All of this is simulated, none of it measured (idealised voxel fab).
Process module in this document: voxel trench capacitor
Pictured: cross-section cut, 290 nm wide, on a grid of 5 nm square cells.
A cross-section in this document is a grid of square cells, and it is written down as bands, the top band listed before the ones below it; a band is made up of one or more rows of cells.
The band entry comprises the height of the band's top followed by the height of its bottom, expressed in nm, and subsequently the band's materials from left to right, each stated together with its width in nm. Where a single material is marked with the word "everywhere", that material fills the band from edge to edge. The word "blank" represents empty space.
Note: height 0 marks the level under which the wafer is uniformly one material as received. Lowest band unbounded below, written "0 and below".
Top row gets the first number, bottom row gets the second, and each row in between changes by the same step: that is how a band width like "30 to 40" works.
You'll sometimes find "nothing different" written for a step, and that's the way of saying that nowhere in the cross-section did a cell change during that step.
"Non-vented voids" - sealed voids, min. 8 cells, no opening to top; format: width x height at distance (distance from left edge; nm throughout).
Read whatever lies past the settings on a step's line as the simulator's own remark about the step.
The line of a step may include "overlay nm". On a step with a mask, this value is how far to the right of its planned place the mask lay. A negative value means the mask lay to the left.

Steps in the process plan
1. RECEIVE [material Si]
2. CONFORMAL_DEP [material SiN] [thk nm 10]
3. PATTERN [tone open] [mask id TRENCH] [material resist] [width nm 15] [pitch nm 35] [thk nm 15] [overlay nm 0]
4. DIRECTIONAL_ETCH [etch materials SiN] [depth nm 10]
5. DIRECTIONAL_ETCH [etch materials Si] [depth nm 25]
6. STRIP [etch materials resist]
7. CONFORMAL_DEP [material Al2O3] [thk nm 5]
8. FILL_DEP [material polySi] [thk nm 10]
9. CMP [height nm 10]

Wafer cross-section on receipt, i.e. after step 1
- 0 and below: Si everywhere
- Non-vented voids: none

Final wafer profile in cross-section after the module, from the same start and plan as above, with one mistake made during processing
- 10 down to 0: polySi: 95 | Al2O3: 5 | SiN: 15 | Al2O3: 5 | polySi: 10 | Al2O3: 5 | SiN: 15 | Al2O3: 5 | polySi: 10 | Al2O3: 5 | SiN: 15 | Al2O3: 5 | polySi: 100
- 0 down to -20: polySi: 95 | Al2O3: 5 | Si: 15 | Al2O3: 5 | polySi: 10 | Al2O3: 5 | Si: 15 | Al2O3: 5 | polySi: 10 | Al2O3: 5 | Si: 15 | Al2O3: 5 | polySi: 100
- -20 down to -25: Al2O3: 100 | Si: 15 | Al2O3: 20 | Si: 15 | Al2O3: 20 | Si: 15 | Al2O3: 105
- -25 and below: Si everywhere
- Non-vented voids: none
The mistake made against the process plan was this: step 3 ran differently from the plan; actual operation with settings: PATTERN [tone cover] [mask id TRENCH] [material resist] [width nm 15] [pitch nm 35] [thk nm 15] [overlay nm 0]
